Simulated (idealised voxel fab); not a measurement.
This section sets out a process module, namely voxel fin reveal.
In the cross-section labelled cut, the width is 295 nm and each square cell is 5 nm.
We lay out every cross-section as a grid of square cells and spell it out in bands from the top down, where one band means one or more rows of cells. It is stipulated that each band's entry specify, in nanometres, the height of the top of the band and then that of its bottom, followed by the materials of the band in left-to-right sequence, each together with its width in nanometres. A single material marked by the word "all across" is understood to fill the band from edge to edge; the word "empty" is understood to denote empty space. It should be noted that heights are counted from 0, beneath which the wafer as supplied is of one material throughout, and that the lowest band possesses no lower boundary but continues downward, as written in "0 nm and below". A width such as "30->40" changes by the same amount from each row of cells to the next, from the band's top row to its bottom row. "nothing got changed" after a step means that no cell of the cross-section changed. Reported under the label "Closed void register" are the empty spaces having no open way to the top and comprising 8 cells or more; the notation for each is width x height at distance, in which the distance is measured from the left edge and all three values are in nm. Step line, after settings: the simulator's comment on this step. If you see "overlay nm" on a step's line and that step has a mask, it's telling you how far right of where it was planned the mask ended up; a negative number means it went left instead.

The following list gives the planned process steps:
1 op RECEIVE | material Si
2 op CONFORMAL_DEP | material SiN | thk nm 10
3 op DIRECTIONAL_DEP | material aC | thk nm 10
4 op PATTERN | tone cover | mask id FINS | material resist | width nm 15 | pitch nm 45 | thk nm 30 | overlay nm -15
5 op DIRECTIONAL_ETCH | etch materials aC | depth nm 10
6 op STRIP | etch materials resist
7 op DIRECTIONAL_ETCH | etch materials SiN | depth nm 10
8 op DIRECTIONAL_ETCH | etch materials Si | depth nm 40
9 op STRIP | etch materials aC
10 op FILL_DEP | material SiO2 | thk nm 5
11 op CMP | height nm 10
12 op SELECTIVE_ETCH | etch materials SiO2 | depth nm 25
13 op STRIP | etch materials SiN
Heads up: all these wafers start the same, and what changes between them is the overlay nm in step 4. The value you see in the plan is just what the first wafer got.

Cross-section of the first of several wafers on receipt, reflecting completion of step 1:
0 nm and below | Si all across
Closed void register: none

The cross-section of the first of several wafers is given below for the end of the module, after its final step, step 13:
0 nm to -15 nm | empty=55 / Si=15 / empty=30 / Si=15 / empty=30 / Si=15 / empty=30 / Si=15 / empty=90
-15 nm to -40 nm | SiO2=55 / Si=15 / SiO2=30 / Si=15 / SiO2=30 / Si=15 / SiO2=30 / Si=15 / SiO2=90
-40 nm and below | Si all across
Closed void register: none

Last wafer, end of module, cross-section:
0 nm to -15 nm | empty=85 / Si=15 / empty=30 / Si=15 / empty=30 / Si=15 / empty=30 / Si=15 / empty=60
-15 nm to -40 nm | SiO2=85 / Si=15 / SiO2=30 / Si=15 / SiO2=30 / Si=15 / SiO2=30 / Si=15 / SiO2=60
-40 nm and below | Si all across
Closed void register: none

Per-wafer rows below. For each material: cells gained (+) or lost (-) since the wafer was received, as of end of module. Then: closed voids:
overlay nm -15, -376 Si, +235 SiO2, Closed void register: none
overlay nm -10, -376 Si, +235 SiO2, Closed void register: none
overlay nm -5, -376 Si, +235 SiO2, Closed void register: none
overlay nm 0, -376 Si, +235 SiO2, Closed void register: none
overlay nm 5, -376 Si, +235 SiO2, Closed void register: none
overlay nm 10, -376 Si, +235 SiO2, Closed void register: none
overlay nm 15, -376 Si, +235 SiO2, Closed void register: none
